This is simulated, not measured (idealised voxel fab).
Process module heading - voxel capacitor over wiring
The cross-section on display is named cut; it measures 195 nm wide, and its cells are 5 nm squares.
When this document writes out a cross-section, it uses a grid of square cells and lists it as bands, beginning at the top and moving down, with a band standing for one or more rows of cells.
Top height, bottom height, nm. Materials left to right, width each, nm. Single material + "all across" = fills band edge to edge. "air" = empty.
For the purposes of this specification, 0 denotes the height below which the wafer in its as-received condition is composed wholly of one material, and the lowermost band, lacking a lower limit, extends downward without end, as expressed in "0 nm and below".
Read "30..40" as a graded width: first number on top, second number at the bottom, same change between each pair of neighbouring rows.
Reading "nothing different" for a step: not a cell of the cross-section changed in it.
Empty spaces without an open route to the top, at least 8 cells in extent, make up the entry "Sealed cavities"; each is given as width x height at distance, where the distance is measured from the left edge, and all are in nm.
Post-settings text on a step line: simulator's own remark regarding the step.
Regarding "overlay nm": on a step with a mask, it is the distance the mask lay to the right of its planned place; a negative value places it to the left.
Below you will find pairs of cross-sections. In each, one shows the wafer before one process step and the other after it, with the after view ending at the lowest band that changed. Under each pair is the step separating them, along with its settings. Do not assume the pairs form a chain: they can come from different runs of this module on the same starting wafer, and a pair continues from the pair above it only when its "Before this step" entry says so.

Before this step:
- 90 nm to 80 nm | air (45) / TiN (25) / air (125)
- 80 nm to 75 nm | air (45) / Al2O3 (25) / TiN (50) / air (75)
- 75 nm to 70 nm | air (35) / TiN (85) / air (75)
- 70 nm to 65 nm | air (35) / Ru (35) / Al2O3 (50) / air (75)
- 65 nm to 60 nm | TiN (35) / Ru (35) / TiN (125)
- 60 nm to 45 nm | lowk (45) / Ru (15) / lowk (135)
- 45 nm to 40 nm | SiCN (45) / Ru (15) / SiCN (135)
- 40 nm to 35 nm | SiCN (25) / Ru (40) / SiCN (60) / Ru (40) / SiCN (30)
- 35 nm to 15 nm | SiO2 (30) / TiN (5) / W (20) / TiN (5) / SiO2 (70) / TiN (5) / W (20) / TiN (5) / SiO2 (35)
- 15 nm to 10 nm | SiCN (30) / TiN (30) / SiCN (70) / TiN (30) / SiCN (35)
- 10 nm to 0 nm | SiO2 all across
- 0 nm and below | Si all across
- Sealed cavities: none

Cross-Section After Step:
- 105 nm to 90 nm | air (40) / resist (85) / air (70)
- 90 nm to 80 nm | air (40) / resist (5) / TiN (25) / resist (55) / air (70)
- 80 nm to 75 nm | air (40) / resist (5) / Al2O3 (25) / TiN (50) / resist (5) / air (70)
- 75 nm to 70 nm | air (35) / TiN (85) / resist (5) / air (70)
- 70 nm to 65 nm | air (35) / Ru (35) / Al2O3 (50) / resist (5) / air (70)
- Under 65: no change, same as before.
- Sealed cavities: none
Step, pre vs post cross-sections above: PATTERN with tone cover, mask id LOWER_PLATE, material resist, width nm 85, thk nm 15, overlay nm 0

Before this step: carried over from the after image of the pair right above.

Cross-Section After Step:
- 105 nm to 90 nm | air (40) / resist (85) / air (70)
- 90 nm to 80 nm | air (40) / resist (5) / TiN (25) / resist (55) / air (70)
- 80 nm to 75 nm | air (40) / resist (5) / Al2O3 (25) / TiN (50) / resist (5) / air (70)
- 75 nm to 70 nm | air (40) / TiN (80) / resist (5) / air (70)
- 70 nm to 65 nm | air (35) / Ru (35) / Al2O3 (50) / resist (5) / air (70)
- 65 nm to 60 nm | air (35) / Ru (35) / TiN (55) / air (70)
- Under 60: no change, same as before.
- Sealed cavities: none
Step, pre vs post cross-sections above: DIRECTIONAL_ETCH with etch materials TiN, depth nm 5

Before this step: carried over from the after image of the pair right above.

Cross-Section After Step:
- 90 nm to 80 nm | air (45) / TiN (25) / air (125)
- 80 nm to 75 nm | air (45) / Al2O3 (25) / TiN (50) / air (75)
- 75 nm to 70 nm | air (40) / TiN (80) / air (75)
- 70 nm to 65 nm | air (35) / Ru (35) / Al2O3 (50) / air (75)
- Under 65: no change, same as before.
- Sealed cavities: none
Step, pre vs post cross-sections above: STRIP with etch materials resist

Before this step: carried over from the after image of the pair right above.

Cross-Section After Step:
- 110 nm to 90 nm | SiO2 all across
- 90 nm to 80 nm | SiO2 (45) / TiN (25) / SiO2 (125)
- 80 nm to 75 nm | SiO2 (45) / Al2O3 (25) / TiN (50) / SiO2 (75)
- 75 nm to 70 nm | SiO2 (40) / TiN (80) / SiO2 (75)
- 70 nm to 65 nm | SiO2 (35) / Ru (35) / Al2O3 (50) / SiO2 (75)
- 65 nm to 60 nm | SiO2 (35) / Ru (35) / TiN (55) / SiO2 (70)
- Under 60: no change, same as before.
- Sealed cavities: none
Step, pre vs post cross-sections above: FILL_DEP with material SiO2, thk nm 20

Before this step: carried over from the after image of the pair right above.

Cross-Section After Step:
- 95 nm to 90 nm | SiO2 all across
- Under 90: no change, same as before.
- Sealed cavities: none
Step, pre vs post cross-sections above: CMP with height nm 95

Before this step: carried over from the after image of the pair right above.

Cross-Section After Step:
- 110 nm to 95 nm | aC all across
- Under 95: no change, same as before.
- Sealed cavities: none
Step, pre vs post cross-sections above: DIRECTIONAL_DEP with material aC, thk nm 15

Before this step: carried over from the after image of the pair right above.

Cross-Section After Step:
- 140 nm to 110 nm | resist (55) / air (15) / resist (125)
- Under 110: no change, same as before.
- Sealed cavities: none
Step, pre vs post cross-sections above: PATTERN with tone open, mask id PLUG_2, material resist, width nm 15, thk nm 30, overlay nm 0

Before this step: carried over from the after image of the pair right above.

Cross-Section After Step:
- 125 nm to 110 nm | resist (55) / air (15) / resist (125)
- 110 nm to 95 nm | aC (55) / air (15) / aC (125)
- Under 95: no change, same as before.
- Sealed cavities: none
Step, pre vs post cross-sections above: DIRECTIONAL_ETCH with etch materials aC, depth nm 15

Before this step: carried over from the after image of the pair right above.

Cross-Section After Step:
- 110 nm to 95 nm | aC (55) / air (15) / aC (125)
- Under 95: no change, same as before.
- Sealed cavities: none
Step, pre vs post cross-sections above: STRIP with etch materials resist

Before this step: carried over from the after image of the pair right above.

Cross-Section After Step:
- 110 nm to 95 nm | aC (55) / air (15) / aC (125)
- 95 nm to 90 nm | SiO2 (55) / air (15) / SiO2 (125)
- Under 90: no change, same as before.
- Sealed cavities: none
Step, pre vs post cross-sections above: DIRECTIONAL_ETCH with etch materials SiO2, depth nm 15

Before this step: carried over from the after image of the pair right above.

Cross-Section After Step:
- 95 nm to 90 nm | SiO2 (55) / air (15) / SiO2 (125)
- Under 90: no change, same as before.
- Sealed cavities: none
Step, pre vs post cross-sections above: STRIP with etch materials aC

Before this step: carried over from the after image of the pair right above.

Cross-Section After Step:
- 100 nm to 95 nm | TiN (60) / air (5) / TiN (130)
- 95 nm to 90 nm | SiO2 (55) / TiN (15) / SiO2 (125)
- Under 90: no change, same as before.
- Sealed cavities: none
Step, pre vs post cross-sections above: CONFORMAL_DEP with material TiN, thk nm 5

Before this step: carried over from the after image of the pair right above.

Cross-Section After Step:
- 110 nm to 100 nm | Cu all across
- 100 nm to 95 nm | TiN (60) / Cu (5) / TiN (130)
- Under 95: no change, same as before.
- Sealed cavities: none
Step, pre vs post cross-sections above: FILL_DEP with material Cu, thk nm 10

Before this step: carried over from the after image of the pair right above.

Cross-Section After Step:
- 95 nm to 90 nm | SiO2 (55) / TiN (15) / SiO2 (125)
- Under 90: no change, same as before.
- Sealed cavities: none
Step, pre vs post cross-sections above: CMP with height nm 95

Before this step: carried over from the after image of the pair right above.

Cross-Section After Step:
- 100 nm to 95 nm | SiCN all across
- Under 95: no change, same as before.
- Sealed cavities: none
Step, pre vs post cross-sections above: CONFORMAL_DEP with material SiCN, thk nm 5

Before this step:
- 65 nm to 60 nm | TiN all across
- 60 nm to 45 nm | lowk (45) / Ru (15) / lowk (135)
- 45 nm to 40 nm | SiCN (45) / Ru (15) / SiCN (135)
- 40 nm to 35 nm | SiCN (25) / Ru (40) / SiCN (60) / Ru (40) / SiCN (30)
- 35 nm to 15 nm | SiO2 (30) / TiN (5) / W (20) / TiN (5) / SiO2 (70) / TiN (5) / W (20) / TiN (5) / SiO2 (35)
- 15 nm to 10 nm | SiCN (30) / TiN (30) / SiCN (70) / TiN (30) / SiCN (35)
- 10 nm to 0 nm | SiO2 all across
- 0 nm and below | Si all across
- Sealed cavities: none

Cross-Section After Step:
- 75 nm to 60 nm | TiN all across
- Under 60: no change, same as before.
- Sealed cavities: none
Step, pre vs post cross-sections above: DIRECTIONAL_DEP with material TiN, thk nm 10

Before this step: carried over from the after image of the pair right above.

Cross-Section After Step:
- 80 nm to 75 nm | Al2O3 all across
- Under 75: no change, same as before.
- Sealed cavities: none
Step, pre vs post cross-sections above: DIRECTIONAL_DEP with material Al2O3, thk nm 5

Before this step: carried over from the after image of the pair right above.

Cross-Section After Step:
- 100 nm to 80 nm | air (45) / resist (75) / air (75)
- Under 80: no change, same as before.
- Sealed cavities: none
Step, pre vs post cross-sections above: PATTERN with tone cover, mask id UPPER_PLATE, material resist, width nm 75, thk nm 20, overlay nm 0

Before this step: carried over from the after image of the pair right above.

Cross-Section After Step:
- 100 nm to 80 nm | air (45) / resist (75) / air (75)
- 80 nm to 75 nm | air (45) / Al2O3 (75) / air (75)
- Under 75: no change, same as before.
- Sealed cavities: none
Step, pre vs post cross-sections above: DIRECTIONAL_ETCH with etch materials Al2O3, depth nm 5

Before this step: carried over from the after image of the pair right above.

Cross-Section After Step:
- 80 nm to 75 nm | air (45) / Al2O3 (75) / air (75)
- Under 75: no change, same as before.
- Sealed cavities: none
Step, pre vs post cross-sections above: STRIP with etch materials resist

Before this step: carried over from the after image of the pair right above.

Cross-Section After Step:
- 95 nm to 80 nm | air (40) / resist (85) / air (70)
- 80 nm to 75 nm | air (40) / resist (5) / Al2O3 (75) / resist (5) / air (70)
- Under 75: no change, same as before.
- Sealed cavities: none
Step, pre vs post cross-sections above: PATTERN with tone cover, mask id LOWER_PLATE, material resist, width nm 85, thk nm 15, overlay nm 0

Before this step: carried over from the after image of the pair right above.

Cross-Section After Step:
- 95 nm to 80 nm | air (40) / resist (85) / air (70)
- 80 nm to 75 nm | air (40) / resist (5) / Al2O3 (75) / resist (5) / air (70)
- 75 nm to 70 nm | air (40) / TiN (85) / air (70)
- Under 70: no change, same as before.
- Sealed cavities: none
Step, pre vs post cross-sections above: DIRECTIONAL_ETCH with etch materials TiN, depth nm 5

Before this step: carried over from the after image of the pair right above.

Cross-Section After Step:
- 80 nm to 75 nm | air (45) / Al2O3 (75) / air (75)
- Under 75: no change, same as before.
- Sealed cavities: none
Step, pre vs post cross-sections above: STRIP with etch materials resist

Before this step: carried over from the after image of the pair right above.

Cross-Section After Step:
- 100 nm to 80 nm | SiO2 all across
- 80 nm to 75 nm | SiO2 (45) / Al2O3 (75) / SiO2 (75)
- 75 nm to 70 nm | SiO2 (40) / TiN (85) / SiO2 (70)
- Under 70: no change, same as before.
- Sealed cavities: none
Step, pre vs post cross-sections above: FILL_DEP with material SiO2, thk nm 20

Before this step: carried over from the after image of the pair right above.

Cross-Section After Step:
- 95 nm to 80 nm | SiO2 all across
- Under 80: no change, same as before.
- Sealed cavities: none
Step, pre vs post cross-sections above: CMP with height nm 95

Before this step: carried over from the after image of the pair right above.

Cross-Section After Step:
- 110 nm to 95 nm | aC all across
- Under 95: no change, same as before.
- Sealed cavities: none
Step, pre vs post cross-sections above: DIRECTIONAL_DEP with material aC, thk nm 15

Before this step: carried over from the after image of the pair right above.

Cross-Section After Step:
- 140 nm to 110 nm | resist (55) / air (15) / resist (125)
- Under 110: no change, same as before.
- Sealed cavities: none
Step, pre vs post cross-sections above: PATTERN with tone open, mask id PLUG_2, material resist, width nm 15, thk nm 30, overlay nm 0

Before this step: carried over from the after image of the pair right above.

Cross-Section After Step:
- 125 nm to 110 nm | resist (55) / air (15) / resist (125)
- 110 nm to 95 nm | aC (55) / air (15) / aC (125)
- Under 95: no change, same as before.
- Sealed cavities: none
Step, pre vs post cross-sections above: DIRECTIONAL_ETCH with etch materials aC, depth nm 15

Before this step: carried over from the after image of the pair right above.

Cross-Section After Step:
- 110 nm to 95 nm | aC (55) / air (15) / aC (125)
- Under 95: no change, same as before.
- Sealed cavities: none
Step, pre vs post cross-sections above: STRIP with etch materials resist

Before this step: carried over from the after image of the pair right above.

Cross-Section After Step:
- 110 nm to 95 nm | aC (55) / air (15) / aC (125)
- 95 nm to 80 nm | SiO2 (55) / air (15) / SiO2 (125)
- Under 80: no change, same as before.
- Sealed cavities: none
Step, pre vs post cross-sections above: DIRECTIONAL_ETCH with etch materials SiO2, depth nm 15

Before this step: carried over from the after image of the pair right above.

Cross-Section After Step:
- 95 nm to 80 nm | SiO2 (55) / air (15) / SiO2 (125)
- Under 80: no change, same as before.
- Sealed cavities: none
Step, pre vs post cross-sections above: STRIP with etch materials aC

Before this step: carried over from the after image of the pair right above.

Cross-Section After Step:
- 100 nm to 95 nm | TiN (60) / air (5) / TiN (130)
- 95 nm to 85 nm | SiO2 (55) / TiN (5) / air (5) / TiN (5) / SiO2 (125)
- 85 nm to 80 nm | SiO2 (55) / TiN (15) / SiO2 (125)
- Under 80: no change, same as before.
- Sealed cavities: none
Step, pre vs post cross-sections above: CONFORMAL_DEP with material TiN, thk nm 5

Before this step: carried over from the after image of the pair right above.

Cross-Section After Step:
- 110 nm to 100 nm | Cu all across
- 100 nm to 95 nm | TiN (60) / Cu (5) / TiN (130)
- 95 nm to 85 nm | SiO2 (55) / TiN (5) / Cu (5) / TiN (5) / SiO2 (125)
- Under 85: no change, same as before.
- Sealed cavities: none
Step, pre vs post cross-sections above: FILL_DEP with material Cu, thk nm 10

Before this step: carried over from the after image of the pair right above.

Cross-Section After Step:
- 95 nm to 85 nm | SiO2 (55) / TiN (5) / Cu (5) / TiN (5) / SiO2 (125)
- Under 85: no change, same as before.
- Sealed cavities: none
Step, pre vs post cross-sections above: CMP with height nm 95

Before this step: carried over from the after image of the pair right above.

Cross-Section After Step:
- 100 nm to 95 nm | SiCN all across
- Under 95: no change, same as before.
- Sealed cavities: none
Step, pre vs post cross-sections above: CONFORMAL_DEP with material SiCN, thk nm 5

Before this step:
- 110 nm to 100 nm | Cu all across
- 100 nm to 95 nm | TiN (60) / Cu (5) / TiN (130)
- 95 nm to 85 nm | SiO2 (55) / TiN (5) / Cu (5) / TiN (5) / SiO2 (125)
- 85 nm to 80 nm | SiO2 (55) / TiN (15) / SiO2 (125)
- 80 nm to 70 nm | SiO2 (45) / TiN (75) / SiO2 (75)
- 70 nm to 65 nm | SiO2 (45) / Al2O3 (75) / SiO2 (75)
- 65 nm to 60 nm | SiO2 (40) / TiN (85) / SiO2 (70)
- 60 nm to 45 nm | lowk (45) / Ru (15) / lowk (135)
- 45 nm to 40 nm | SiCN (45) / Ru (15) / SiCN (135)
- 40 nm to 35 nm | SiCN (25) / Ru (40) / SiCN (60) / Ru (40) / SiCN (30)
- 35 nm to 15 nm | SiO2 (30) / TiN (5) / W (20) / TiN (5) / SiO2 (70) / TiN (5) / W (20) / TiN (5) / SiO2 (35)
- 15 nm to 10 nm | SiCN (30) / TiN (30) / SiCN (70) / TiN (30) / SiCN (35)
- 10 nm to 0 nm | SiO2 all across
- 0 nm and below | Si all across
- Sealed cavities: none

Cross-Section After Step:
- 105 nm to 100 nm | Cu all across
- Under 100: no change, same as before.
- Sealed cavities: none
Step, pre vs post cross-sections above: CMP with height nm 105

Before this step: carried over from the after image of the pair right above.

Cross-Section After Step:
- 110 nm to 105 nm | SiCN all across
- Under 105: no change, same as before.
- Sealed cavities: none
Step, pre vs post cross-sections above: CONFORMAL_DEP with material SiCN, thk nm 5

Before this step:
- 35 nm to 15 nm | SiO2 all across
- 15 nm to 10 nm | SiCN all across
- 10 nm to 0 nm | SiO2 all across
- 0 nm and below | Si all across
- Sealed cavities: none

Cross-Section After Step:
- 50 nm to 35 nm | resist (25) / air (40) / resist (60) / air (40) / resist (30)
- Under 35: no change, same as before.
- Sealed cavities: none
Step, pre vs post cross-sections above: PATTERN with tone open, mask id METAL_1, material resist, width nm 40, pitch nm 100, thk nm 15, overlay nm 0

Before this step: carried over from the after image of the pair right above.

Cross-Section After Step:
- 50 nm to 35 nm | resist (25) / air (40) / resist (60) / air (40) / resist (30)
- 35 nm to 15 nm | SiO2 (25) / air (40) / SiO2 (60) / air (40) / SiO2 (30)
- Under 15: no change, same as before.
- Sealed cavities: none
Step, pre vs post cross-sections above: DIRECTIONAL_ETCH with etch materials SiO2, depth nm 20

Before this step: carried over from the after image of the pair right above.

Cross-Section After Step:
- 50 nm to 35 nm | resist (25) / air (40) / resist (60) / air (40) / resist (30)
- 35 nm to 15 nm | SiO2 (25) / air (40) / SiO2 (60) / air (40) / SiO2 (30)
- 15 nm to 10 nm | SiCN (25) / air (40) / SiCN (60) / air (40) / SiCN (30)
- Under 10: no change, same as before.
- Sealed cavities: none
Step, pre vs post cross-sections above: DIRECTIONAL_ETCH with etch materials SiCN, depth nm 5

Before this step: carried over from the after image of the pair right above.

Cross-Section After Step:
- 35 nm to 15 nm | SiO2 (25) / air (40) / SiO2 (60) / air (40) / SiO2 (30)
- Under 15: no change, same as before.
- Sealed cavities: none
Step, pre vs post cross-sections above: STRIP with etch materials resist

Before this step: carried over from the after image of the pair right above.

Cross-Section After Step:
- 40 nm to 35 nm | TiN (30) / air (30) / TiN (70) / air (30) / TiN (35)
- 35 nm to 15 nm | SiO2 (25) / TiN (5) / air (30) / TiN (5) / SiO2 (60) / TiN (5) / air (30) / TiN (5) / SiO2 (30)
- 15 nm to 10 nm | SiCN (25) / TiN (40) / SiCN (60) / TiN (40) / SiCN (30)
- Under 10: no change, same as before.
- Sealed cavities: none
Step, pre vs post cross-sections above: CONFORMAL_DEP with material TiN, thk nm 5

Before this step: carried over from the after image of the pair right above.

Cross-Section After Step:
- 45 nm to 40 nm | W all across
- 40 nm to 35 nm | TiN (30) / W (30) / TiN (70) / W (30) / TiN (35)
- 35 nm to 15 nm | SiO2 (25) / TiN (5) / W (30) / TiN (5) / SiO2 (60) / TiN (5) / W (30) / TiN (5) / SiO2 (30)
- Under 15: no change, same as before.
- Sealed cavities: none
Step, pre vs post cross-sections above: FILL_DEP with material W, thk nm 5

Before this step: carried over from the after image of the pair right above.

Cross-Section After Step:
- 35 nm to 15 nm | SiO2 (25) / TiN (5) / W (30) / TiN (5) / SiO2 (60) / TiN (5) / W (30) / TiN (5) / SiO2 (30)
- Under 15: no change, same as before.
- Sealed cavities: none
Step, pre vs post cross-sections above: CMP with height nm 35

Before this step: carried over from the after image of the pair right above.

Cross-Section After Step:
- 40 nm to 35 nm | air (20) / Ru (50) / air (50) / Ru (50) / air (25)
- Under 35: no change, same as before.
- Sealed cavities: none
Step, pre vs post cross-sections above: EPI with material Ru, thk nm 5

Before this step: carried over from the after image of the pair right above.

Cross-Section After Step:
- 45 nm to 40 nm | SiCN all across
- 40 nm to 35 nm | SiCN (20) / Ru (50) / SiCN (50) / Ru (50) / SiCN (25)
- Under 35: no change, same as before.
- Sealed cavities: none
Step, pre vs post cross-sections above: FILL_DEP with material SiCN, thk nm 5

Before this step: carried over from the after image of the pair right above.

Cross-Section After Step:
- 60 nm to 45 nm | lowk all across
- Under 45: no change, same as before.
- Sealed cavities: none
Step, pre vs post cross-sections above: DIRECTIONAL_DEP with material lowk, thk nm 15

Before this step: carried over from the after image of the pair right above.

Cross-Section After Step:
- 75 nm to 60 nm | resist (45) / air (15) / resist (135)
- Under 60: no change, same as before.
- Sealed cavities: none
Step, pre vs post cross-sections above: PATTERN with tone open, mask id PLUG_1, material resist, width nm 15, thk nm 15, overlay nm 0

Before this step: carried over from the after image of the pair right above.

Cross-Section After Step:
- 75 nm to 60 nm | resist (45) / air (15) / resist (135)
- 60 nm to 45 nm | lowk (45) / air (15) / lowk (135)
- Under 45: no change, same as before.
- Sealed cavities: none
Step, pre vs post cross-sections above: DIRECTIONAL_ETCH with etch materials lowk, depth nm 15

Before this step: carried over from the after image of the pair right above.

Cross-Section After Step:
- 75 nm to 60 nm | resist (45) / air (15) / resist (135)
- 60 nm to 45 nm | lowk (45) / air (15) / lowk (135)
- 45 nm to 40 nm | SiCN (45) / air (15) / SiCN (135)
- Under 40: no change, same as before.
- Sealed cavities: none
Step, pre vs post cross-sections above: DIRECTIONAL_ETCH with etch materials SiCN, depth nm 5

Before this step: carried over from the after image of the pair right above.

Cross-Section After Step:
- 60 nm to 45 nm | lowk (45) / air (15) / lowk (135)
- Under 45: no change, same as before.
- Sealed cavities: none
Step, pre vs post cross-sections above: STRIP with etch materials resist

Before this step: carried over from the after image of the pair right above.

Cross-Section After Step:
- 60 nm to 50 nm | lowk (45) / air (15) / lowk (135)
- 50 nm to 45 nm | lowk (45) / Ru (15) / lowk (135)
- 45 nm to 40 nm | SiCN (45) / Ru (15) / SiCN (135)
- Under 40: no change, same as before.
- Sealed cavities: none
Step, pre vs post cross-sections above: EPI with material Ru, thk nm 10

Before this step: carried over from the after image of the pair right above.

Cross-Section After Step:
- 60 nm to 45 nm | lowk (45) / Ru (15) / lowk (135)
- Under 45: no change, same as before.
- Sealed cavities: none
Step, pre vs post cross-sections above: EPI with material Ru, thk nm 10

Before this step: carried over from the after image of the pair right above.

Cross-Section After Step:
- 65 nm to 60 nm | TiN all across
- Under 60: no change, same as before.
- Sealed cavities: none
Step, pre vs post cross-sections above: DIRECTIONAL_DEP with material TiN, thk nm 5

Before this step: carried over from the after image of the pair right above.

Cross-Section After Step:
- 70 nm to 65 nm | Al2O3 all across
- Under 65: no change, same as before.
- Sealed cavities: none
Step, pre vs post cross-sections above: DIRECTIONAL_DEP with material Al2O3, thk nm 5

Before this step: carried over from the after image of the pair right above.

Cross-Section After Step:
- 80 nm to 70 nm | TiN all across
- Under 70: no change, same as before.
- Sealed cavities: none
Step, pre vs post cross-sections above: DIRECTIONAL_DEP with material TiN, thk nm 10

Before this step: carried over from the after image of the pair right above.

Cross-Section After Step:
- 100 nm to 80 nm | air (45) / resist (75) / air (75)
- Under 80: no change, same as before.
- Sealed cavities: none
Step, pre vs post cross-sections above: PATTERN with tone cover, mask id UPPER_PLATE, material resist, width nm 75, thk nm 20, overlay nm 0

Before this step: carried over from the after image of the pair right above.

Cross-Section After Step:
- 100 nm to 80 nm | air (45) / resist (75) / air (75)
- 80 nm to 70 nm | air (45) / TiN (75) / air (75)
- Under 70: no change, same as before.
- Sealed cavities: none
Step, pre vs post cross-sections above: DIRECTIONAL_ETCH with etch materials TiN, depth nm 10

Before this step: carried over from the after image of the pair right above.

Cross-Section After Step:
- 100 nm to 80 nm | air (45) / resist (75) / air (75)
- 80 nm to 70 nm | air (45) / TiN (75) / air (75)
- 70 nm to 65 nm | air (45) / Al2O3 (75) / air (75)
- Under 65: no change, same as before.
- Sealed cavities: none
Step, pre vs post cross-sections above: DIRECTIONAL_ETCH with etch materials Al2O3, depth nm 5

Before this step: carried over from the after image of the pair right above.

Cross-Section After Step:
- 80 nm to 70 nm | air (45) / TiN (75) / air (75)
- Under 70: no change, same as before.
- Sealed cavities: none
Step, pre vs post cross-sections above: STRIP with etch materials resist

Before this step: carried over from the after image of the pair right above.

Cross-Section After Step:
- 95 nm to 80 nm | air (40) / resist (85) / air (70)
- 80 nm to 70 nm | air (40) / resist (5) / TiN (75) / resist (5) / air (70)
- 70 nm to 65 nm | air (40) / resist (5) / Al2O3 (75) / resist (5) / air (70)
- Under 65: no change, same as before.
- Sealed cavities: none
Step, pre vs post cross-sections above: PATTERN with tone cover, mask id LOWER_PLATE, material resist, width nm 85, thk nm 15, overlay nm 0

Before this step: carried over from the after image of the pair right above.

Cross-Section After Step:
- 95 nm to 80 nm | air (40) / resist (85) / air (70)
- 80 nm to 70 nm | air (40) / resist (5) / TiN (75) / resist (5) / air (70)
- 70 nm to 65 nm | air (40) / resist (5) / Al2O3 (75) / resist (5) / air (70)
- 65 nm to 60 nm | air (40) / TiN (85) / air (70)
- Under 60: no change, same as before.
- Sealed cavities: none
Step, pre vs post cross-sections above: DIRECTIONAL_ETCH with etch materials TiN, depth nm 5

Before this step: carried over from the after image of the pair right above.

Cross-Section After Step:
- 80 nm to 70 nm | air (45) / TiN (75) / air (75)
- 70 nm to 65 nm | air (45) / Al2O3 (75) / air (75)
- Under 65: no change, same as before.
- Sealed cavities: none
Step, pre vs post cross-sections above: STRIP with etch materials resist

Before this step: carried over from the after image of the pair right above.

Cross-Section After Step:
- 100 nm to 80 nm | SiO2 all across
- 80 nm to 70 nm | SiO2 (45) / TiN (75) / SiO2 (75)
- 70 nm to 65 nm | SiO2 (45) / Al2O3 (75) / SiO2 (75)
- 65 nm to 60 nm | SiO2 (40) / TiN (85) / SiO2 (70)
- Under 60: no change, same as before.
- Sealed cavities: none
Step, pre vs post cross-sections above: FILL_DEP with material SiO2, thk nm 20

Before this step: carried over from the after image of the pair right above.

Cross-Section After Step:
- 95 nm to 80 nm | SiO2 all across
- Under 80: no change, same as before.
- Sealed cavities: none
Step, pre vs post cross-sections above: CMP with height nm 95

Before this step: carried over from the after image of the pair right above.

Cross-Section After Step:
- 110 nm to 95 nm | aC all across
- Under 95: no change, same as before.
- Sealed cavities: none
Step, pre vs post cross-sections above: DIRECTIONAL_DEP with material aC, thk nm 15

Before this step: carried over from the after image of the pair right above.

Cross-Section After Step:
- 140 nm to 110 nm | resist (55) / air (15) / resist (125)
- Under 110: no change, same as before.
- Sealed cavities: none
Step, pre vs post cross-sections above: PATTERN with tone open, mask id PLUG_2, material resist, width nm 15, thk nm 30, overlay nm 0

Before this step: carried over from the after image of the pair right above.

Cross-Section After Step:
- 125 nm to 110 nm | resist (55) / air (15) / resist (125)
- 110 nm to 95 nm | aC (55) / air (15) / aC (125)
- Under 95: no change, same as before.
- Sealed cavities: none
Step, pre vs post cross-sections above: DIRECTIONAL_ETCH with etch materials aC, depth nm 15

Before this step: carried over from the after image of the pair right above.

Cross-Section After Step:
- 110 nm to 95 nm | aC (55) / air (15) / aC (125)
- Under 95: no change, same as before.
- Sealed cavities: none
Step, pre vs post cross-sections above: STRIP with etch materials resist

Before this step: carried over from the after image of the pair right above.

Cross-Section After Step:
- 110 nm to 95 nm | aC (55) / air (15) / aC (125)
- 95 nm to 80 nm | SiO2 (55) / air (15) / SiO2 (125)
- Under 80: no change, same as before.
- Sealed cavities: none
Step, pre vs post cross-sections above: DIRECTIONAL_ETCH with etch materials SiO2, depth nm 15

Before this step: carried over from the after image of the pair right above.

Cross-Section After Step:
- 95 nm to 80 nm | SiO2 (55) / air (15) / SiO2 (125)
- Under 80: no change, same as before.
- Sealed cavities: none
Step, pre vs post cross-sections above: STRIP with etch materials aC

Before this step: carried over from the after image of the pair right above.

Cross-Section After Step:
- 100 nm to 95 nm | TiN (60) / air (5) / TiN (130)
- 95 nm to 85 nm | SiO2 (55) / TiN (5) / air (5) / TiN (5) / SiO2 (125)
- 85 nm to 80 nm | SiO2 (55) / TiN (15) / SiO2 (125)
- Under 80: no change, same as before.
- Sealed cavities: none
Step, pre vs post cross-sections above: CONFORMAL_DEP with material TiN, thk nm 5

Before this step: carried over from the after image of the pair right above.

Cross-Section After Step:
- 110 nm to 100 nm | Cu all across
- 100 nm to 95 nm | TiN (60) / Cu (5) / TiN (130)
- 95 nm to 85 nm | SiO2 (55) / TiN (5) / Cu (5) / TiN (5) / SiO2 (125)
- Under 85: no change, same as before.
- Sealed cavities: none
Step, pre vs post cross-sections above: FILL_DEP with material Cu, thk nm 10

Before this step: carried over from the after image of the pair right above.

Cross-Section After Step:
- 95 nm to 85 nm | SiO2 (55) / TiN (5) / Cu (5) / TiN (5) / SiO2 (125)
- Under 85: no change, same as before.
- Sealed cavities: none
Step, pre vs post cross-sections above: CMP with height nm 95

Before this step: carried over from the after image of the pair right above.

Cross-Section After Step:
- 100 nm to 95 nm | SiCN all across
- Under 95: no change, same as before.
- Sealed cavities: none
Step, pre vs post cross-sections above: CONFORMAL_DEP with material SiCN, thk nm 5

Before this step:
- 110 nm to 95 nm | aC all across
- 95 nm to 80 nm | SiO2 all across
- 80 nm to 70 nm | SiO2 (45) / TiN (75) / SiO2 (75)
- 70 nm to 65 nm | SiO2 (45) / Al2O3 (75) / SiO2 (75)
- 65 nm to 60 nm | SiO2 (40) / TiN (85) / SiO2 (70)
- 60 nm to 45 nm | lowk (45) / Ru (15) / lowk (135)
- 45 nm to 40 nm | SiCN (45) / Ru (15) / SiCN (135)
- 40 nm to 35 nm | SiCN (25) / Ru (40) / SiCN (60) / Ru (40) / SiCN (30)
- 35 nm to 15 nm | SiO2 (30) / TiN (5) / W (20) / TiN (5) / SiO2 (70) / TiN (5) / W (20) / TiN (5) / SiO2 (35)
- 15 nm to 10 nm | SiCN (30) / TiN (30) / SiCN (70) / TiN (30) / SiCN (35)
- 10 nm to 0 nm | SiO2 all across
- 0 nm and below | Si all across
- Sealed cavities: none

Cross-Section After Step:
- 140 nm to 110 nm | resist (50) / air (15) / resist (130)
- Under 110: no change, same as before.
- Sealed cavities: none
Step, pre vs post cross-sections above: PATTERN with tone open, mask id PLUG_2, material resist, width nm 15, thk nm 30, overlay nm -5

Before this step: carried over from the after image of the pair right above.

Cross-Section After Step:
- 125 nm to 110 nm | resist (50) / air (15) / resist (130)
- 110 nm to 95 nm | aC (50) / air (15) / aC (130)
- Under 95: no change, same as before.
- Sealed cavities: none
Step, pre vs post cross-sections above: DIRECTIONAL_ETCH with etch materials aC, depth nm 15

Before this step: carried over from the after image of the pair right above.

Cross-Section After Step:
- 110 nm to 95 nm | aC (50) / air (15) / aC (130)
- Under 95: no change, same as before.
- Sealed cavities: none
Step, pre vs post cross-sections above: STRIP with etch materials resist

Before this step: carried over from the after image of the pair right above.

Cross-Section After Step:
- 110 nm to 95 nm | aC (50) / air (15) / aC (130)
- 95 nm to 80 nm | SiO2 (50) / air (15) / SiO2 (130)
- Under 80: no change, same as before.
- Sealed cavities: none
Step, pre vs post cross-sections above: DIRECTIONAL_ETCH with etch materials SiO2, depth nm 15

Before this step: carried over from the after image of the pair right above.

Cross-Section After Step:
- 95 nm to 80 nm | SiO2 (50) / air (15) / SiO2 (130)
- Under 80: no change, same as before.
- Sealed cavities: none
Step, pre vs post cross-sections above: STRIP with etch materials aC
